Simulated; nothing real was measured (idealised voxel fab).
Title: Process Module voxel transistor to metal
Square cells of 5 nm make up the cross-section cut, whose width is 185 nm.
Format of a cross-section: grid, square cells. Given as bands. Order: top down. Band: one or more rows of cells. Top height, bottom height, nm. Materials left to right, width each, nm. Single material + "full width" = fills band edge to edge. "empty" = empty. Heads up on the height convention: 0 is the point under which the incoming wafer is all one material, and the lowest band has no bottom, it just keeps going down, like "z 0 and below". Think of "30..40" as a width that walks from the first number to the second as you go down the band, top row to bottom row, taking equal-sized steps from row to row. Step marked "remained the same"? Then no cell in the cross-section changed in it. The label "Encapsulated voids" introduces a list of the empty spaces, 8 cells or larger, that have no open way up to the top; each entry in it reads width x height at distance, where the distance is taken from the left edge and all three are stated in nm. That trailing text on a step's line, after the settings, is the simulator's own remark on the step. The setting "overlay nm" may be written on the line of a step. When the step uses a mask, the value reports how far to the right of the planned place the mask lay, and a negative value reports that it lay to the left.
### The planned process steps are enumerated hereunder
| 1 | RECEIVE,material Si |
| 2 | OXIDIZE,depth nm 5 |
| 3 | CONFORMAL_DEP,material SiN,thk nm 10 |
| 4 | MASKED_ETCH,tone cover,mask id ACTIVE,width nm 100,etch materials SiN,depth nm 10,overlay nm 0 |
| 5 | MASKED_ETCH,tone cover,mask id ACTIVE,width nm 100,etch materials SiO2,depth nm 5,overlay nm 0 |
| 6 | MASKED_ETCH,tone cover,mask id ACTIVE,width nm 100,etch materials Si,depth nm 20,overlay nm 0 |
| 7 | OXIDIZE,depth nm 5 |
| 8 | FILL_DEP,material SiO2,thk nm 10 |
| 9 | CMP,height nm 10 |
| 10 | SELECTIVE_ETCH,etch materials SiO2,depth nm 10 |
| 11 | STRIP,etch materials SiN |
| 12 | SELECTIVE_ETCH,etch materials SiO2,depth nm 5 |
| 13 | OXIDIZE,depth nm 5 |
| 14 | DIRECTIONAL_DEP,material polySi,thk nm 25 |
| 15 | DIRECTIONAL_DEP,material SiCN,thk nm 15 |
| 16 | PATTERN,tone cover,mask id GATE,material resist,width nm 20,thk nm 20,overlay nm 0 |
| 17 | DIRECTIONAL_ETCH,etch materials SiCN,depth nm 25 |
| 18 | DIRECTIONAL_ETCH,etch materials polySi,depth nm 35 |
| 19 | STRIP,etch materials resist |
| 20 | CONFORMAL_DEP,material SiN,thk nm 5 |
| 21 | DIRECTIONAL_ETCH,etch materials SiN,depth nm 5 |
| 22 | DIRECTIONAL_ETCH,etch materials SiO2,depth nm 5 |
| 23 | DIRECTIONAL_ETCH,etch materials Si,depth nm 10 |
| 24 | EPI,material nSi,thk nm 15 |
| 25 | FILL_DEP,material SiO2,thk nm 10 |
| 26 | CMP,height nm 35 |
| 27 | DIRECTIONAL_DEP,material SiO2,thk nm 15 |
| 28 | DIRECTIONAL_DEP,material aC,thk nm 10 |
| 29 | PATTERN,tone open,mask id CONTACT,material resist,width nm 15,pitch nm 75,thk nm 25,overlay nm 0 |
| 30 | DIRECTIONAL_ETCH,etch materials aC,depth nm 10 |
| 31 | STRIP,etch materials resist |
| 32 | DIRECTIONAL_ETCH,etch materials SiO2,depth nm 55 |
| 33 | STRIP,etch materials aC |
| 34 | CONFORMAL_DEP,material TiN,thk nm 5 |
| 35 | FILL_DEP,material W,thk nm 10 |
| 36 | CMP,height nm 50 |
| 37 | CONFORMAL_DEP,material SiCN,thk nm 5 |
| 38 | DIRECTIONAL_DEP,material lowk,thk nm 25 |
| 39 | PATTERN,tone open,mask id METAL_1,material resist,width nm 15,pitch nm 75,thk nm 20,overlay nm 0 |
| 40 | DIRECTIONAL_ETCH,etch materials lowk,depth nm 25 |
| 41 | DIRECTIONAL_ETCH,etch materials SiCN,depth nm 5 |
| 42 | STRIP,etch materials resist |
| 43 | CONFORMAL_DEP,material TiN,thk nm 5 |
| 44 | FILL_DEP,material Ru,thk nm 5 |
| 45 | CMP,height nm 80 |
| 46 | CONFORMAL_DEP,material SiN,thk nm 5 |
### Wafer at receipt (post step 1), cross-section
> z 0 and below | Si full width
> Encapsulated voids: none
### Result of the module, cross-sectioned: start per above, plan per above, one error in how it was run
> z 85 to 80 | SiN full width
> z 80 to 70 | lowk (45); TiN (5); Ru (5); TiN (5); lowk (60); TiN (5); Ru (5); TiN (5); lowk (50)
> z 70 to 65 | SiCN (45); TiN (15); SiCN (60); TiN (15); SiCN (50)
> z 65 to 55 | W full width
> z 55 to 50 | TiN (50); W (5); TiN (70); W (5); TiN (55)
> z 50 to 35 | SiO2 (45); TiN (5); W (5); TiN (5); SiO2 (60); TiN (5); W (5); TiN (5); SiO2 (50)
> z 35 to 20 | SiO2 (45); TiN (5); W (5); TiN (5); SiO2 (15); SiN (5); SiCN (20); SiN (5); SiO2 (15); TiN (5); W (5); TiN (5); SiO2 (50)
> z 20 to 5 | SiO2 (45); TiN (5); W (5); TiN (5); SiO2 (15); SiN (5); polySi (20); SiN (5); SiO2 (15); TiN (5); W (5); TiN (5); SiO2 (50)
> z 5 to 0 | SiO2 (45); TiN (5); W (5); TiN (5); nSi (15); SiN (5); polySi (20); SiN (5); nSi (15); TiN (5); W (5); TiN (5); SiO2 (50)
> z 0 to -5 | SiO2 (45); TiN (15); nSi (15); SiN (5); polySi (20); SiN (5); nSi (15); TiN (15); SiO2 (50)
> z -5 to -10 | SiO2 (40); nSi (35); SiO2 (30); nSi (35); SiO2 (45)
> z -10 to -20 | SiO2 (45); nSi (30); Si (30); nSi (30); SiO2 (50)
> z -20 to -30 | SiO2 (45); Si (90); SiO2 (50)
> z -30 and below | Si full width
> Encapsulated voids: none
Heads up, the wafer didn't run the way we planned it: step 36 from the plan never happened, it was just skipped
